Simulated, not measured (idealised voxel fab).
process module | voxel self aligned vias
cross-section cut | 210 nm wide | cells 5 nm
A cross-section is a grid of square cells, given in bands from the top down. A band is one or more rows of cells.
Each band's line starts with the height of the band's top and of its bottom, in nm. Then come its materials from left to right, each with its width in nm. One material with "throughout" fills the band from edge to edge. "air" is empty space.
Height 0 is the level under which the wafer as received is all one material. The lowest band goes on downwards, as in "0 down".
A width such as "30 to 40" changes by the same amount from each row of cells to the next, from the band's top row to its bottom row.
"no change" after a step means that no cell of the cross-section changed.
closed voids: empty space of 8 cells or more with no open way to the top, each as width x height at its distance from the left edge, in nm
after a step's settings: what the simulator itself notes on the step
overlay nm, on a step with a mask: how far to the right of its planned place the mask lay; to the left if negative
plan
1 op RECEIVE | material Si
2 op CONFORMAL_DEP | material SiO2 | thk nm 15
3 op CONFORMAL_DEP | material SiCN | thk nm 5
4 op DIRECTIONAL_DEP | material SiO2 | thk nm 20
5 op PATTERN | tone open | mask id LINES | material resist | width nm 20 | pitch nm 55 | thk nm 15 | overlay nm 0
6 op DIRECTIONAL_ETCH | etch materials SiO2 | depth nm 20
7 op STRIP | etch materials resist
8 op CONFORMAL_DEP | material TiN | thk nm 5
9 op FILL_DEP | material Ru | thk nm 5
10 op CMP | height nm 40
11 op SELECTIVE_ETCH | etch materials W Ru TiN | depth nm 10
12 op FILL_DEP | material SiN | thk nm 10
13 op CMP | height nm 40
14 op DIRECTIONAL_DEP | material SiO2 | thk nm 20
15 op MASKED_ETCH | tone open | mask id VIAS | width nm 40 | pitch nm 110 | etch materials SiO2 | depth nm 20 | overlay nm 0
16 op MASKED_ETCH | tone open | mask id VIAS | width nm 40 | pitch nm 110 | etch materials SiN | depth nm 10 | overlay nm 0
17 op CONFORMAL_DEP | material TiN | thk nm 5
18 op FILL_DEP | material Cu | thk nm 10
19 op CMP | height nm 60
20 op CONFORMAL_DEP | material SiCN | thk nm 5
first wafer, as planned
as received, after step 1
  0 down: Si throughout
  closed voids: none
after step 2
  15 to 0: SiO2 throughout
  below 0: unchanged
after step 3
  20 to 15: SiCN throughout
  below 15: unchanged
after step 4
  40 to 20: SiO2 throughout
  below 20: unchanged
after step 5
  55 to 40: resist 40 | air 20 | resist 35 | air 20 | resist 35 | air 20 | resist 40
  below 40: unchanged
after step 6
  55 to 40: resist 40 | air 20 | resist 35 | air 20 | resist 35 | air 20 | resist 40
  40 to 20: SiO2 40 | air 20 | SiO2 35 | air 20 | SiO2 35 | air 20 | SiO2 40
  below 20: unchanged
after step 7
  40 to 20: SiO2 40 | air 20 | SiO2 35 | air 20 | SiO2 35 | air 20 | SiO2 40
  below 20: unchanged
after step 8
  45 to 40: TiN 45 | air 10 | TiN 45 | air 10 | TiN 45 | air 10 | TiN 45
  40 to 25: SiO2 40 | TiN 5 | air 10 | TiN 5 | SiO2 35 | TiN 5 | air 10 | TiN 5 | SiO2 35 | TiN 5 | air 10 | TiN 5 | SiO2 40
  25 to 20: SiO2 40 | TiN 20 | SiO2 35 | TiN 20 | SiO2 35 | TiN 20 | SiO2 40
  below 20: unchanged
after step 9
  50 to 45: Ru throughout
  45 to 40: TiN 45 | Ru 10 | TiN 45 | Ru 10 | TiN 45 | Ru 10 | TiN 45
  40 to 25: SiO2 40 | TiN 5 | Ru 10 | TiN 5 | SiO2 35 | TiN 5 | Ru 10 | TiN 5 | SiO2 35 | TiN 5 | Ru 10 | TiN 5 | SiO2 40
  below 25: unchanged
after step 10
  40 to 25: SiO2 40 | TiN 5 | Ru 10 | TiN 5 | SiO2 35 | TiN 5 | Ru 10 | TiN 5 | SiO2 35 | TiN 5 | Ru 10 | TiN 5 | SiO2 40
  below 25: unchanged
after step 11
  40 to 30: SiO2 40 | air 20 | SiO2 35 | air 20 | SiO2 35 | air 20 | SiO2 40
  below 30: unchanged
after step 12
  50 to 40: SiN throughout
  40 to 30: SiO2 40 | SiN 20 | SiO2 35 | SiN 20 | SiO2 35 | SiN 20 | SiO2 40
  below 30: unchanged
after step 13
  40 to 30: SiO2 40 | SiN 20 | SiO2 35 | SiN 20 | SiO2 35 | SiN 20 | SiO2 40
  below 30: unchanged
after step 14
  60 to 40: SiO2 throughout
  below 40: unchanged
after step 15
  60 to 40: SiO2 30 | air 40 | SiO2 70 | air 40 | SiO2 30
  below 40: unchanged
after step 16
  60 to 40: SiO2 30 | air 40 | SiO2 70 | air 40 | SiO2 30
  40 to 30: SiO2 40 | air 20 | SiO2 35 | SiN 20 | SiO2 35 | air 20 | SiO2 40
  below 30: unchanged
after step 17
  65 to 60: TiN 35 | air 30 | TiN 80 | air 30 | TiN 35
  60 to 45: SiO2 30 | TiN 5 | air 30 | TiN 5 | SiO2 70 | TiN 5 | air 30 | TiN 5 | SiO2 30
  45 to 40: SiO2 30 | TiN 15 | air 10 | TiN 15 | SiO2 70 | TiN 15 | air 10 | TiN 15 | SiO2 30
  40 to 35: SiO2 40 | TiN 5 | air 10 | TiN 5 | SiO2 35 | SiN 20 | SiO2 35 | TiN 5 | air 10 | TiN 5 | SiO2 40
  35 to 30: SiO2 40 | TiN 20 | SiO2 35 | SiN 20 | SiO2 35 | TiN 20 | SiO2 40
  below 30: unchanged
after step 18
  75 to 65: Cu throughout
  65 to 60: TiN 35 | Cu 30 | TiN 80 | Cu 30 | TiN 35
  60 to 45: SiO2 30 | TiN 5 | Cu 30 | TiN 5 | SiO2 70 | TiN 5 | Cu 30 | TiN 5 | SiO2 30
  45 to 40: SiO2 30 | TiN 15 | Cu 10 | TiN 15 | SiO2 70 | TiN 15 | Cu 10 | TiN 15 | SiO2 30
  40 to 35: SiO2 40 | TiN 5 | Cu 10 | TiN 5 | SiO2 35 | SiN 20 | SiO2 35 | TiN 5 | Cu 10 | TiN 5 | SiO2 40
  below 35: unchanged
after step 19
  60 to 45: SiO2 30 | TiN 5 | Cu 30 | TiN 5 | SiO2 70 | TiN 5 | Cu 30 | TiN 5 | SiO2 30
  below 45: unchanged
after step 20
  65 to 60: SiCN throughout
  below 60: unchanged
second wafer: like start, like plan, one mistake. Through step 14 it matches the first wafer
when step 15 should have ended
  60 to 40: SiO2 25 | air 50 | SiO2 60 | air 50 | SiO2 25
  below 40: unchanged
when step 16 should have ended
  60 to 40: SiO2 25 | air 50 | SiO2 60 | air 50 | SiO2 25
  40 to 30: SiO2 40 | air 20 | SiO2 35 | SiN 20 | SiO2 35 | air 20 | SiO2 40
  below 30: unchanged
when step 17 should have ended
  65 to 60: TiN 30 | air 40 | TiN 70 | air 40 | TiN 30
  60 to 45: SiO2 25 | TiN 5 | air 40 | TiN 5 | SiO2 60 | TiN 5 | air 40 | TiN 5 | SiO2 25
  45 to 40: SiO2 25 | TiN 20 | air 10 | TiN 20 | SiO2 60 | TiN 20 | air 10 | TiN 20 | SiO2 25
  40 to 35: SiO2 40 | TiN 5 | air 10 | TiN 5 | SiO2 35 | SiN 20 | SiO2 35 | TiN 5 | air 10 | TiN 5 | SiO2 40
  35 to 30: SiO2 40 | TiN 20 | SiO2 35 | SiN 20 | SiO2 35 | TiN 20 | SiO2 40
  below 30: unchanged
when step 18 should have ended
  75 to 65: Cu throughout
  65 to 60: TiN 30 | Cu 40 | TiN 70 | Cu 40 | TiN 30
  60 to 45: SiO2 25 | TiN 5 | Cu 40 | TiN 5 | SiO2 60 | TiN 5 | Cu 40 | TiN 5 | SiO2 25
  45 to 40: SiO2 25 | TiN 20 | Cu 10 | TiN 20 | SiO2 60 | TiN 20 | Cu 10 | TiN 20 | SiO2 25
  40 to 35: SiO2 40 | TiN 5 | Cu 10 | TiN 5 | SiO2 35 | SiN 20 | SiO2 35 | TiN 5 | Cu 10 | TiN 5 | SiO2 40
  below 35: unchanged
when step 19 should have ended
  60 to 45: SiO2 25 | TiN 5 | Cu 40 | TiN 5 | SiO2 60 | TiN 5 | Cu 40 | TiN 5 | SiO2 25
  below 45: unchanged
when step 20 should have ended
  65 to 60: SiCN throughout
  below 60: unchanged
what went wrong: step 15 ran as: op MASKED_ETCH | tone open | mask id VIAS | width nm 50 | pitch nm 110 | etch materials SiO2 | depth nm 20 | overlay nm 0
at the end the second wafer has, in cells: 12 more of Cu | 16 fewer of SiO2 | 4 more of TiN
